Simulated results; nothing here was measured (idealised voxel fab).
Process module heading - voxel capacitor over wiring
We display cut, a cross-section 220 nm in width whose square cells are each 5 nm.
A cross-section in this document is a grid of square cells, and it is written down as bands, the top band listed before the ones below it; a band is made up of one or more rows of cells. Basically the band line says how high the top is and how high the bottom is, in nm, and then what's in it from left to right, every material with its width in nm. Empty space shows up as "air", and if a single material carries "edge to edge" it runs the full band edge to edge. Ref level 0: as-received wafer is one material below here. Bottom band extends down with no lower bound ("0 nm and below"). Quick explanation for "30->40": the width changes in equal steps down the rows of cells, from the first number in the band's top row to the second number in its bottom row. "no modification" -> step changed no cross-section cell. Enclosed voids (no open way to top), threshold 8 cells or more, entry "Enclosed void entries", notation width x height at distance, distance from left edge, nm. Read whatever lies past the settings on a step's line as the simulator's own remark about the step. When a step includes a mask, the "overlay nm" setting on its line states how far to the right of its planned place that mask lay, and negative values state how far to the left. The remainder of this document consists of a sequence of paired cross-sections. Each pair presents the cross-section prior to one process step together with the cross-section following it, the latter being rendered only as deep as the lowest band that underwent change. The intervening step, together with its settings, is stated beneath each pair. Because the pairs may originate from different runs of this module on the same starting wafer, a given pair is to be read as continuing from the preceding pair only where its entry headed "Pre-step profile" so indicates.
**Pre-step profile**
* 105 nm to 90 nm: air (70), then aC (60), then air (90)
* 90 nm to 80 nm: air (60), then aC (10), then TiN (60), then aC (5), then air (85)
* 80 nm to 75 nm: air (60), then aC (10), then Al2O3 (60), then aC (5), then air (85)
* 75 nm to 65 nm: TiN edge to edge
* 65 nm to 55 nm: lowk (65), then Ru (15), then lowk (140)
* 55 nm to 50 nm: SiCN (65), then Ru (15), then SiCN (140)
* 50 nm to 45 nm: SiCN (55), then Ru (30), then SiCN (50), then Ru (30), then SiCN (55)
* 45 nm to 20 nm: SiO2 (60), then TiN (5), then Ru (10), then TiN (5), then SiO2 (60), then TiN (5), then Ru (10), then TiN (5), then SiO2 (60)
* 20 nm to 15 nm: SiN (60), then TiN (20), then SiN (60), then TiN (20), then SiN (60)
* 15 nm to 0 nm: SiO2 edge to edge
* 0 nm and below: Si edge to edge
* Enclosed void entries: none
**Post-Step Cross-Section**
* 105 nm to 90 nm: air (70), then aC (60), then air (90)
* 90 nm to 80 nm: air (60), then aC (10), then TiN (60), then aC (5), then air (85)
* 80 nm to 75 nm: air (60), then aC (10), then Al2O3 (60), then aC (5), then air (85)
* 75 nm to 65 nm: air (60), then TiN (75), then air (85)
* No changes below 65.
* Enclosed void entries: none
Step sandwiched between the two cross-sections above: DIRECTIONAL_ETCH [etch materials TiN] [depth nm 10]
Pre-step profile: it's just the after picture from the pair right above this one.
**Post-Step Cross-Section**
* 90 nm to 80 nm: air (70), then TiN (60), then air (90)
* 80 nm to 75 nm: air (70), then Al2O3 (60), then air (90)
* No changes below 75.
* Enclosed void entries: none
Step sandwiched between the two cross-sections above: STRIP [etch materials aC]
Pre-step profile: it's just the after picture from the pair right above this one.
**Post-Step Cross-Section**
* 105 nm to 90 nm: SiO2 edge to edge
* 90 nm to 80 nm: SiO2 (70), then TiN (60), then SiO2 (90)
* 80 nm to 75 nm: SiO2 (70), then Al2O3 (60), then SiO2 (90)
* 75 nm to 65 nm: SiO2 (60), then TiN (75), then SiO2 (85)
* No changes below 65.
* Enclosed void entries: none
Step sandwiched between the two cross-sections above: FILL_DEP [material SiO2] [thk nm 15]
Pre-step profile: it's just the after picture from the pair right above this one.
**Post-Step Cross-Section**
* 100 nm to 90 nm: SiO2 edge to edge
* No changes below 90.
* Enclosed void entries: none
Step sandwiched between the two cross-sections above: CMP [height nm 100]
Pre-step profile: it's just the after picture from the pair right above this one.
**Post-Step Cross-Section**
* 115 nm to 100 nm: aC edge to edge
* No changes below 100.
* Enclosed void entries: none
Step sandwiched between the two cross-sections above: DIRECTIONAL_DEP [material aC] [thk nm 15]
Pre-step profile: it's just the after picture from the pair right above this one.
**Post-Step Cross-Section**
* 150 nm to 115 nm: resist (75), then air (15), then resist (130)
* No changes below 115.
* Enclosed void entries: none
Step sandwiched between the two cross-sections above: PATTERN [tone open] [mask id PLUG_2] [material resist] [width nm 15] [thk nm 35] [overlay nm 0]
Pre-step profile: it's just the after picture from the pair right above this one.
**Post-Step Cross-Section**
* 135 nm to 115 nm: resist (75), then air (15), then resist (130)
* 115 nm to 100 nm: aC (75), then air (15), then aC (130)
* No changes below 100.
* Enclosed void entries: none
Step sandwiched between the two cross-sections above: DIRECTIONAL_ETCH [etch materials aC] [depth nm 15]
Pre-step profile: it's just the after picture from the pair right above this one.
**Post-Step Cross-Section**
* 115 nm to 100 nm: aC (75), then air (15), then aC (130)
* No changes below 100.
* Enclosed void entries: none
Step sandwiched between the two cross-sections above: STRIP [etch materials resist]
Pre-step profile: it's just the after picture from the pair right above this one.
**Post-Step Cross-Section**
* 115 nm to 100 nm: aC (75), then air (15), then aC (130)
* 100 nm to 90 nm: SiO2 (75), then air (15), then SiO2 (130)
* No changes below 90.
* Enclosed void entries: none
Step sandwiched between the two cross-sections above: DIRECTIONAL_ETCH [etch materials SiO2] [depth nm 10]
Pre-step profile: it's just the after picture from the pair right above this one.
**Post-Step Cross-Section**
* 100 nm to 90 nm: SiO2 (75), then air (15), then SiO2 (130)
* No changes below 90.
* Enclosed void entries: none
Step sandwiched between the two cross-sections above: STRIP [etch materials aC]
Pre-step profile: it's just the after picture from the pair right above this one.
**Post-Step Cross-Section**
* 105 nm to 100 nm: TiN (80), then air (5), then TiN (135)
* 100 nm to 95 nm: SiO2 (75), then TiN (5), then air (5), then TiN (5), then SiO2 (130)
* 95 nm to 90 nm: SiO2 (75), then TiN (15), then SiO2 (130)
* No changes below 90.
* Enclosed void entries: none
Step sandwiched between the two cross-sections above: CONFORMAL_DEP [material TiN] [thk nm 5]
Pre-step profile: it's just the after picture from the pair right above this one.
**Post-Step Cross-Section**
* 110 nm to 105 nm: Ru edge to edge
* 105 nm to 100 nm: TiN (80), then Ru (5), then TiN (135)
* 100 nm to 95 nm: SiO2 (75), then TiN (5), then Ru (5), then TiN (5), then SiO2 (130)
* No changes below 95.
* Enclosed void entries: none
Step sandwiched between the two cross-sections above: FILL_DEP [material Ru] [thk nm 5]
Pre-step profile: it's just the after picture from the pair right above this one.
**Post-Step Cross-Section**
* 100 nm to 95 nm: SiO2 (75), then TiN (5), then Ru (5), then TiN (5), then SiO2 (130)
* No changes below 95.
* Enclosed void entries: none
Step sandwiched between the two cross-sections above: CMP [height nm 100]
Pre-step profile: it's just the after picture from the pair right above this one.
**Post-Step Cross-Section**
* 105 nm to 100 nm: SiN edge to edge
* No changes below 100.
* Enclosed void entries: none
Step sandwiched between the two cross-sections above: CONFORMAL_DEP [material SiN] [thk nm 5]
**Pre-step profile**
* 90 nm to 80 nm: TiN edge to edge
* 80 nm to 75 nm: Al2O3 edge to edge
* 75 nm to 65 nm: TiN edge to edge
* 65 nm to 55 nm: lowk (65), then Ru (15), then lowk (140)
* 55 nm to 50 nm: SiCN (65), then Ru (15), then SiCN (140)
* 50 nm to 45 nm: SiCN (55), then Ru (30), then SiCN (50), then Ru (30), then SiCN (55)
* 45 nm to 20 nm: SiO2 (60), then TiN (5), then Ru (10), then TiN (5), then SiO2 (60), then TiN (5), then Ru (10), then TiN (5), then SiO2 (60)
* 20 nm to 15 nm: SiN (60), then TiN (20), then SiN (60), then TiN (20), then SiN (60)
* 15 nm to 0 nm: SiO2 edge to edge
* 0 nm and below: Si edge to edge
* Enclosed void entries: none
**Post-Step Cross-Section**
* 110 nm to 90 nm: air (55), then resist (65), then air (100)
* No changes below 90.
* Enclosed void entries: none
Step sandwiched between the two cross-sections above: PATTERN [tone cover] [mask id UPPER_PLATE] [material resist] [width nm 65] [thk nm 20] [overlay nm -10]
Pre-step profile: it's just the after picture from the pair right above this one.
**Post-Step Cross-Section**
* 110 nm to 90 nm: air (55), then resist (65), then air (100)
* 90 nm to 80 nm: air (55), then TiN (65), then air (100)
* No changes below 80.
* Enclosed void entries: none
Step sandwiched between the two cross-sections above: DIRECTIONAL_ETCH [etch materials TiN] [depth nm 10]
Pre-step profile: it's just the after picture from the pair right above this one.
**Post-Step Cross-Section**
* 110 nm to 90 nm: air (55), then resist (65), then air (100)
* 90 nm to 80 nm: air (55), then TiN (65), then air (100)
* 80 nm to 75 nm: air (55), then Al2O3 (65), then air (100)
* No changes below 75.
* Enclosed void entries: none
Step sandwiched between the two cross-sections above: DIRECTIONAL_ETCH [etch materials Al2O3] [depth nm 5]
Pre-step profile: it's just the after picture from the pair right above this one.
**Post-Step Cross-Section**
* 90 nm to 80 nm: air (55), then TiN (65), then air (100)
* No changes below 80.
* Enclosed void entries: none
Step sandwiched between the two cross-sections above: STRIP [etch materials resist]
Pre-step profile: it's just the after picture from the pair right above this one.
**Post-Step Cross-Section**
* 105 nm to 90 nm: air (55), then aC (65), then air (100)
* 90 nm to 80 nm: aC (55), then TiN (65), then aC (100)
* 80 nm to 75 nm: aC (55), then Al2O3 (65), then aC (100)
* No changes below 75.
* Enclosed void entries: none
Step sandwiched between the two cross-sections above: DIRECTIONAL_DEP [material aC] [thk nm 15]
Pre-step profile: it's just the after picture from the pair right above this one.
**Post-Step Cross-Section**
* 135 nm to 105 nm: air (60), then resist (75), then air (85)
* 105 nm to 90 nm: air (55), then aC (65), then resist (15), then air (85)
* No changes below 90.
* Enclosed void entries: none
Step sandwiched between the two cross-sections above: PATTERN [tone cover] [mask id LOWER_PLATE] [material resist] [width nm 75] [thk nm 30] [overlay nm 0]
Pre-step profile: it's just the after picture from the pair right above this one.
**Post-Step Cross-Section**
* 120 nm to 105 nm: air (60), then resist (75), then air (85)
* 105 nm to 90 nm: air (60), then aC (60), then resist (15), then air (85)
* 90 nm to 80 nm: air (55), then TiN (65), then aC (15), then air (85)
* 80 nm to 75 nm: air (55), then Al2O3 (65), then aC (15), then air (85)
* No changes below 75.
* Enclosed void entries: none
Step sandwiched between the two cross-sections above: DIRECTIONAL_ETCH [etch materials aC] [depth nm 15]
Pre-step profile: it's just the after picture from the pair right above this one.
**Post-Step Cross-Section**
* 105 nm to 90 nm: air (60), then aC (60), then air (100)
* No changes below 90.
* Enclosed void entries: none
Step sandwiched between the two cross-sections above: STRIP [etch materials resist]
Pre-step profile: it's just the after picture from the pair right above this one.
**Post-Step Cross-Section**
* 105 nm to 90 nm: air (60), then aC (60), then air (100)
* 90 nm to 80 nm: air (60), then TiN (60), then aC (15), then air (85)
* 80 nm to 75 nm: air (55), then Al2O3 (65), then aC (15), then air (85)
* 75 nm to 65 nm: air (55), then TiN (80), then air (85)
* No changes below 65.
* Enclosed void entries: none
Step sandwiched between the two cross-sections above: DIRECTIONAL_ETCH [etch materials TiN] [depth nm 10]
Pre-step profile: it's just the after picture from the pair right above this one.
**Post-Step Cross-Section**
* 90 nm to 80 nm: air (60), then TiN (60), then air (100)
* 80 nm to 75 nm: air (55), then Al2O3 (65), then air (100)
* No changes below 75.
* Enclosed void entries: none
Step sandwiched between the two cross-sections above: STRIP [etch materials aC]
Pre-step profile: it's just the after picture from the pair right above this one.
**Post-Step Cross-Section**
* 105 nm to 90 nm: SiO2 edge to edge
* 90 nm to 80 nm: SiO2 (60), then TiN (60), then SiO2 (100)
* 80 nm to 75 nm: SiO2 (55), then Al2O3 (65), then SiO2 (100)
* 75 nm to 65 nm: SiO2 (55), then TiN (80), then SiO2 (85)
* No changes below 65.
* Enclosed void entries: none
Step sandwiched between the two cross-sections above: FILL_DEP [material SiO2] [thk nm 15]
Pre-step profile: it's just the after picture from the pair right above this one.
**Post-Step Cross-Section**
* 100 nm to 90 nm: SiO2 edge to edge
* No changes below 90.
* Enclosed void entries: none
Step sandwiched between the two cross-sections above: CMP [height nm 100]
Pre-step profile: it's just the after picture from the pair right above this one.
**Post-Step Cross-Section**
* 115 nm to 100 nm: aC edge to edge
* No changes below 100.
* Enclosed void entries: none
Step sandwiched between the two cross-sections above: DIRECTIONAL_DEP [material aC] [thk nm 15]
Pre-step profile: it's just the after picture from the pair right above this one.
**Post-Step Cross-Section**
* 150 nm to 115 nm: resist (75), then air (15), then resist (130)
* No changes below 115.
* Enclosed void entries: none
Step sandwiched between the two cross-sections above: PATTERN [tone open] [mask id PLUG_2] [material resist] [width nm 15] [thk nm 35] [overlay nm 0]
Pre-step profile: it's just the after picture from the pair right above this one.
**Post-Step Cross-Section**
* 135 nm to 115 nm: resist (75), then air (15), then resist (130)
* 115 nm to 100 nm: aC (75), then air (15), then aC (130)
* No changes below 100.
* Enclosed void entries: none
Step sandwiched between the two cross-sections above: DIRECTIONAL_ETCH [etch materials aC] [depth nm 15]
Pre-step profile: it's just the after picture from the pair right above this one.
**Post-Step Cross-Section**
* 115 nm to 100 nm: aC (75), then air (15), then aC (130)
* No changes below 100.
* Enclosed void entries: none
Step sandwiched between the two cross-sections above: STRIP [etch materials resist]
Pre-step profile: it's just the after picture from the pair right above this one.
**Post-Step Cross-Section**
* 115 nm to 100 nm: aC (75), then air (15), then aC (130)
* 100 nm to 90 nm: SiO2 (75), then air (15), then SiO2 (130)
* No changes below 90.
* Enclosed void entries: none
Step sandwiched between the two cross-sections above: DIRECTIONAL_ETCH [etch materials SiO2] [depth nm 10]
Pre-step profile: it's just the after picture from the pair right above this one.
**Post-Step Cross-Section**
* 100 nm to 90 nm: SiO2 (75), then air (15), then SiO2 (130)
* No changes below 90.
* Enclosed void entries: none
Step sandwiched between the two cross-sections above: STRIP [etch materials aC]
Pre-step profile: it's just the after picture from the pair right above this one.
**Post-Step Cross-Section**
* 105 nm to 100 nm: TiN (80), then air (5), then TiN (135)
* 100 nm to 95 nm: SiO2 (75), then TiN (5), then air (5), then TiN (5), then SiO2 (130)
* 95 nm to 90 nm: SiO2 (75), then TiN (15), then SiO2 (130)
* No changes below 90.
* Enclosed void entries: none
Step sandwiched between the two cross-sections above: CONFORMAL_DEP [material TiN] [thk nm 5]
Pre-step profile: it's just the after picture from the pair right above this one.
**Post-Step Cross-Section**
* 110 nm to 105 nm: Ru edge to edge
* 105 nm to 100 nm: TiN (80), then Ru (5), then TiN (135)
* 100 nm to 95 nm: SiO2 (75), then TiN (5), then Ru (5), then TiN (5), then SiO2 (130)
* No changes below 95.
* Enclosed void entries: none
Step sandwiched between the two cross-sections above: FILL_DEP [material Ru] [thk nm 5]
Pre-step profile: it's just the after picture from the pair right above this one.
**Post-Step Cross-Section**
* 100 nm to 95 nm: SiO2 (75), then TiN (5), then Ru (5), then TiN (5), then SiO2 (130)
* No changes below 95.
* Enclosed void entries: none
Step sandwiched between the two cross-sections above: CMP [height nm 100]
Pre-step profile: it's just the after picture from the pair right above this one.
**Post-Step Cross-Section**
* 105 nm to 100 nm: SiN edge to edge
* No changes below 100.
* Enclosed void entries: none
Step sandwiched between the two cross-sections above: CONFORMAL_DEP [material SiN] [thk nm 5]
**Pre-step profile**
* 100 nm to 95 nm: SiO2 (75), then TiN (5), then Ru (5), then TiN (5), then SiO2 (130)
* 95 nm to 90 nm: SiO2 (75), then TiN (15), then SiO2 (130)
* 90 nm to 80 nm: SiO2 (65), then TiN (65), then SiO2 (90)
* 80 nm to 75 nm: SiO2 (65), then Al2O3 (65), then SiO2 (90)
* 75 nm to 65 nm: SiO2 (60), then TiN (75), then SiO2 (85)
* 65 nm to 55 nm: lowk (65), then Ru (15), then lowk (140)
* 55 nm to 50 nm: SiCN (65), then Ru (15), then SiCN (140)
* 50 nm to 45 nm: SiCN (55), then Ru (30), then SiCN (50), then Ru (30), then SiCN (55)
* 45 nm to 20 nm: SiO2 (60), then TiN (5), then Ru (10), then TiN (5), then SiO2 (60), then TiN (5), then Ru (10), then TiN (5), then SiO2 (60)
* 20 nm to 15 nm: SiN (60), then TiN (20), then SiN (60), then TiN (20), then SiN (60)
* 15 nm to 0 nm: SiO2 edge to edge
* 0 nm and below: Si edge to edge
* Enclosed void entries: none
**Post-Step Cross-Section**
* 105 nm to 100 nm: aC edge to edge
* No changes below 100.
* Enclosed void entries: none
Step sandwiched between the two cross-sections above: CONFORMAL_DEP [material aC] [thk nm 5]
**Pre-step profile**
* 115 nm to 100 nm: aC edge to edge
* 100 nm to 90 nm: SiO2 edge to edge
* 90 nm to 80 nm: SiO2 (65), then TiN (65), then SiO2 (90)
* 80 nm to 75 nm: SiO2 (65), then Al2O3 (65), then SiO2 (90)
* 75 nm to 65 nm: SiO2 (60), then TiN (75), then SiO2 (85)
* 65 nm to 55 nm: lowk (65), then Ru (15), then lowk (140)
* 55 nm to 50 nm: SiCN (65), then Ru (15), then SiCN (140)
* 50 nm to 45 nm: SiCN (55), then Ru (30), then SiCN (50), then Ru (30), then SiCN (55)
* 45 nm to 20 nm: SiO2 (60), then TiN (5), then Ru (10), then TiN (5), then SiO2 (60), then TiN (5), then Ru (10), then TiN (5), then SiO2 (60)
* 20 nm to 15 nm: SiN (60), then TiN (20), then SiN (60), then TiN (20), then SiN (60)
* 15 nm to 0 nm: SiO2 edge to edge
* 0 nm and below: Si edge to edge
* Enclosed void entries: none
**Post-Step Cross-Section**
* 150 nm to 115 nm: air (75), then resist (15), then air (130)
* No changes below 115.
* Enclosed void entries: none
Step sandwiched between the two cross-sections above: PATTERN [tone cover] [mask id PLUG_2] [material resist] [width nm 15] [thk nm 35] [overlay nm 0]
Pre-step profile: it's just the after picture from the pair right above this one.
**Post-Step Cross-Section**
* 135 nm to 115 nm: air (75), then resist (15), then air (130)
* 115 nm to 100 nm: air (75), then aC (15), then air (130)
* No changes below 100.
* Enclosed void entries: none
Step sandwiched between the two cross-sections above: DIRECTIONAL_ETCH [etch materials aC] [depth nm 15]
Pre-step profile: it's just the after picture from the pair right above this one.
**Post-Step Cross-Section**
* 115 nm to 100 nm: air (75), then aC (15), then air (130)
* No changes below 100.
* Enclosed void entries: none
Step sandwiched between the two cross-sections above: STRIP [etch materials resist]
Pre-step profile: it's just the after picture from the pair right above this one.
**Post-Step Cross-Section**
* 115 nm to 100 nm: air (75), then aC (15), then air (130)
* 100 nm to 90 nm: air (75), then SiO2 (15), then air (130)
* No changes below 90.
* Enclosed void entries: none
Step sandwiched between the two cross-sections above: DIRECTIONAL_ETCH [etch materials SiO2] [depth nm 10]
Pre-step profile: it's just the after picture from the pair right above this one.
**Post-Step Cross-Section**
* 100 nm to 90 nm: air (75), then SiO2 (15), then air (130)
* No changes below 90.
* Enclosed void entries: none
Step sandwiched between the two cross-sections above: STRIP [etch materials aC]
Pre-step profile: it's just the after picture from the pair right above this one.
**Post-Step Cross-Section**
* 105 nm to 100 nm: air (70), then TiN (25), then air (125)
* 100 nm to 95 nm: air (70), then TiN (5), then SiO2 (15), then TiN (5), then air (125)
* 95 nm to 90 nm: TiN (75), then SiO2 (15), then TiN (130)
* No changes below 90.
* Enclosed void entries: none
Step sandwiched between the two cross-sections above: CONFORMAL_DEP [material TiN] [thk nm 5]
Pre-step profile: it's just the after picture from the pair right above this one.
**Post-Step Cross-Section**
* 110 nm to 105 nm: Ru edge to edge
* 105 nm to 100 nm: Ru (70), then TiN (25), then Ru (125)
* 100 nm to 95 nm: Ru (70), then TiN (5), then SiO2 (15), then TiN (5), then Ru (125)
* No changes below 95.
* Enclosed void entries: none
Step sandwiched between the two cross-sections above: FILL_DEP [material Ru] [thk nm 5]
Pre-step profile: it's just the after picture from the pair right above this one.
**Post-Step Cross-Section**
* 100 nm to 95 nm: Ru (70), then TiN (5), then SiO2 (15), then TiN (5), then Ru (125)
* No changes below 95.
* Enclosed void entries: none
Step sandwiched between the two cross-sections above: CMP [height nm 100]
Pre-step profile: it's just the after picture from the pair right above this one.
**Post-Step Cross-Section**
* 105 nm to 100 nm: SiN edge to edge
* No changes below 100.
* Enclosed void entries: none
Step sandwiched between the two cross-sections above: CONFORMAL_DEP [material SiN] [thk nm 5]
